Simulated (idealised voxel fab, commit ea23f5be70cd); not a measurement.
process module | voxel local oxidation
cross-section cut | 210 nm wide | cells 5 nm
A cross-section is a grid of square cells, given in bands from the top down. A band is one or more rows of cells.
Each band's line starts with the height of the band's top and of its bottom, in nm. Then come its materials from left to right, each with its width in nm. One material with "throughout" fills the band from edge to edge. "air" is empty space.
Height 0 is the level under which the wafer as received is all one material. The lowest band goes on downwards, as in "0 down".
A width such as "30 to 40" changes by the same amount from each row of cells to the next, from the band's top row to its bottom row.
"no change" after a step means that no cell of the cross-section changed.
closed voids: empty space of 8 cells or more with no open way to the top, each as width x height at its distance from the left edge, in nm
after a step's settings: what the simulator itself notes on the step
overlay nm, on a step with a mask: how far to the right of its planned place the mask lay; to the left if negative
plan
1 op RECEIVE | material Si
2 op OXIDIZE | depth nm 5
3 op CONFORMAL_DEP | material SiN | thk nm 10
4 op DIRECTIONAL_DEP | material aC | thk nm 15
5 op PATTERN | tone cover | mask id ACTIVE | material resist | width nm 90 | thk nm 30 | overlay nm 0
6 op DIRECTIONAL_ETCH | etch materials aC | depth nm 15
7 op STRIP | etch materials resist
8 op DIRECTIONAL_ETCH | etch materials SiN | depth nm 10
9 op STRIP | etch materials aC
10 op SELECTIVE_ETCH | etch materials SiO2 | depth nm 5
11 op OXIDIZE | depth nm 15
12 op STRIP | etch materials SiN
as received, after step 1
  0 down: Si throughout
  closed voids: none
first wafer at the end, as planned
  0 to -5: air 65 | SiO2 80 | air 65
  -5 to -20: SiO2 80 | Si 50 | SiO2 80
  -20 down: Si throughout
  closed voids: none
second wafer at the end: like start, like plan, one mistake
  0 to -5: air 65 | SiO2 80 | air 65
  -5 to -30: SiO2 90 | Si 30 | SiO2 90
  -30 down: Si throughout
  closed voids: none
what went wrong: step 11 ran as: op OXIDIZE | depth nm 25
at the end the second wafer has, in cells: 84 fewer of Si | 84 more of SiO2
